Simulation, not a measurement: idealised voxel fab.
The following process module bears the name voxel gate over fins.
Displayed cross-section: cut, width of 280 nm, square cells sized 5 nm.
Format of a cross-section: grid, square cells. Given as bands. Order: top down. Band: one or more rows of cells.
Heads up on the band format: heights come first, top then bottom, in nm. After that it's the materials left to right, each with its width in nm. A single material flagged "everywhere" fills the whole band edge to edge, and "blank" means there's empty space there.
Heights are measured from 0, the level below which the as-received wafer is all one material; the lowest band has no bottom and continues downward, written as in "z 0 and below".
Width: "30..40" (first number = top row, second number = bottom row, same change from row to row of cells).
"remained the same" means the step left every cell of the cross-section as it was.
"Enclosed void entries": empty spaces of 8 cells or more with no open way to the top, each given as width x height at distance, distance from the left edge, all in nm.
On each step's line, the part that comes after the settings is the simulator's own comment on the step.
Each step line may optionally specify "overlay nm", which for a step with a mask gives the rightward distance between the mask's planned place and where it lay, a negative value indicating the leftward direction.
[Below is the list of planned process steps]
1: RECEIVE with material Si
2: CONFORMAL_DEP with material SiN, thk nm 10
3: MASKED_ETCH with tone cover, mask id FINS, width nm 15, pitch nm 45, etch materials SiN, depth nm 10, overlay nm 0
4: MASKED_ETCH with tone cover, mask id FINS, width nm 15, pitch nm 45, etch materials Si, depth nm 30, overlay nm 0
5: OXIDIZE with depth nm 5
6: FILL_DEP with material SiO2, thk nm 5
7: CMP with height nm 10
8: SELECTIVE_ETCH with etch materials SiO2, depth nm 20
9: STRIP with etch materials SiN
10: CONFORMAL_DEP with material HfO2, thk nm 5
11: CONFORMAL_DEP with material TiN, thk nm 5
12: CONFORMAL_DEP with material TiAl, thk nm 5
13: CONFORMAL_DEP with material TiN, thk nm 5
14: FILL_DEP with material W, thk nm 15
15: CMP with height nm 30
16: CONFORMAL_DEP with material SiN, thk nm 10
[Wafer cross-section on receipt, i.e. after step 1]
* z 0 and below = Si everywhere
* Enclosed void entries: none
[Cross-section: first of two wafers, module finished, run according to plan]
* z 40 to 30 = SiN everywhere
* z 30 to 20 = W everywhere
* z 20 to 15 = 95 nm W, 90 nm TiN, 95 nm W
* z 15 to 10 = 95 nm W, 5 nm TiN, 35 nm TiAl, 10 nm TiN, 35 nm TiAl, 5 nm TiN, 95 nm W
* z 10 to 5 = 100 nm TiN, 5 nm TiAl, 25 nm TiN, 5 nm TiAl, 10 nm TiN, 5 nm TiAl, 25 nm TiN, 5 nm TiAl, 100 nm TiN
* z 5 to 0 = 105 nm TiAl, 5 nm TiN, 15 nm HfO2, 5 nm TiN, 20 nm TiAl, 5 nm TiN, 15 nm HfO2, 5 nm TiN, 105 nm TiAl
* z 0 to -5 = 110 nm TiN, 5 nm HfO2, 5 nm Si, 5 nm HfO2, 30 nm TiN, 5 nm HfO2, 5 nm Si, 5 nm HfO2, 110 nm TiN
* z -5 to -10 = 115 nm HfO2, 5 nm Si, 40 nm HfO2, 5 nm Si, 115 nm HfO2
* z -10 to -35 = 115 nm SiO2, 5 nm Si, 40 nm SiO2, 5 nm Si, 115 nm SiO2
* z -35 and below = Si everywhere
* Enclosed void entries: none
[The second wafer, shown in cross-section after the module: started the same way as the first and given the same plan, yet one mistake crept into how it was run]
* z 40 to 30 = SiN everywhere
* z 30 to 20 = W everywhere
* z 20 to 15 = 95 nm W, 90 nm TiN, 95 nm W
* z 15 to 10 = 90 nm W, 10 nm TiN, 35 nm TiAl, 10 nm TiN, 35 nm TiAl, 10 nm TiN, 90 nm W
* z 10 to 5 = 95 nm TiN, 10 nm TiAl, 25 nm TiN, 20 nm TiAl, 25 nm TiN, 10 nm TiAl, 95 nm TiN
* z 5 to 0 = 100 nm TiAl, 10 nm TiN, 15 nm HfO2, 10 nm TiN, 10 nm TiAl, 10 nm TiN, 15 nm HfO2, 10 nm TiN, 100 nm TiAl
* z 0 to -5 = 105 nm TiN, 10 nm HfO2, 5 nm Si, 10 nm HfO2, 20 nm TiN, 10 nm HfO2, 5 nm Si, 10 nm HfO2, 105 nm TiN
* z -5 to -10 = 110 nm HfO2, 15 nm Si, 30 nm HfO2, 15 nm Si, 110 nm HfO2
* z -10 to -35 = 110 nm SiO2, 15 nm Si, 30 nm SiO2, 15 nm Si, 110 nm SiO2
* z -35 and below = Si everywhere
* Enclosed void entries: none
The mistake made against the process plan was this: not per plan at step 4, really ran MASKED_ETCH with tone cover, mask id FINS, width nm 25, pitch nm 45, etch materials Si, depth nm 30, overlay nm 0
The closing comparison, in cells, has the second wafer with more or fewer of some materials than the first: Si +24, SiO2 -20, TiN -2, W -2
